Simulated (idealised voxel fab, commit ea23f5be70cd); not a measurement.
process module | voxel double patterning
cross-section cut | 175 nm wide | cells 5 nm
A cross-section is a grid of square cells, given in bands from the top down. A band is one or more rows of cells.
Each band's line starts with the height of the band's top and of its bottom, in nm. Then come its materials from left to right, each with its width in nm. One material with "throughout" fills the band from edge to edge. "air" is empty space.
Height 0 is the level under which the wafer as received is all one material. The lowest band goes on downwards, as in "0 down".
A width such as "30 to 40" changes by the same amount from each row of cells to the next, from the band's top row to its bottom row.
"no change" after a step means that no cell of the cross-section changed.
closed voids: empty space of 8 cells or more with no open way to the top, each as width x height at its distance from the left edge, in nm
after a step's settings: what the simulator itself notes on the step
overlay nm, on a step with a mask: how far to the right of its planned place the mask lay; to the left if negative
plan
1 op RECEIVE | material Si
2 op CONFORMAL_DEP | material SiN | thk nm 10
3 op DIRECTIONAL_DEP | material SiO2 | thk nm 15
4 op DIRECTIONAL_DEP | material SiCN | thk nm 10
5 op DIRECTIONAL_DEP | material aC | thk nm 10
6 op PATTERN | tone open | mask id FIRST | material resist | width nm 15 | pitch nm 50 | thk nm 30 | overlay nm 0
7 op DIRECTIONAL_ETCH | etch materials aC | depth nm 10
8 op STRIP | etch materials resist
9 op DIRECTIONAL_ETCH | etch materials SiCN | depth nm 10
10 op STRIP | etch materials aC
11 op MASKED_ETCH | tone open | mask id SECOND | width nm 15 | pitch nm 50 | etch materials SiCN | depth nm 10 | overlay nm 0
12 op DIRECTIONAL_ETCH | etch materials SiO2 | depth nm 5
13 op STRIP | etch materials SiCN
varied across the wafers: depth nm of step 12. The plan shows the first wafer's value. All wafers start alike
first wafer as received, after step 1
  0 down: Si throughout
  closed voids: none
first wafer at the end, after step 13
  25 to 20: SiO2 30 | air 15 | SiO2 10 | air 15 | SiO2 10 | air 15 | SiO2 10 | air 15 | SiO2 10 | air 15 | SiO2 30
  20 to 10: SiO2 throughout
  10 to 0: SiN throughout
  0 down: Si throughout
  closed voids: none
last wafer at the end
  25 to 10: SiO2 30 | air 15 | SiO2 10 | air 15 | SiO2 10 | air 15 | SiO2 10 | air 15 | SiO2 10 | air 15 | SiO2 30
  10 to 0: SiN throughout
  0 down: Si throughout
  closed voids: none
each wafer at the end: cells of each material gained (+) or lost (-) since it was received, then its closed voids
depth nm 5 | +70 SiN | +90 SiO2 | closed voids: none
depth nm 10 | +70 SiN | +75 SiO2 | closed voids: none
depth nm 15 | +70 SiN | +60 SiO2 | closed voids: none
depth nm 20 | +70 SiN | +60 SiO2 | closed voids: none
depth nm 25 | +70 SiN | +60 SiO2 | closed voids: none
depth nm 30 | +70 SiN | +60 SiO2 | closed voids: none
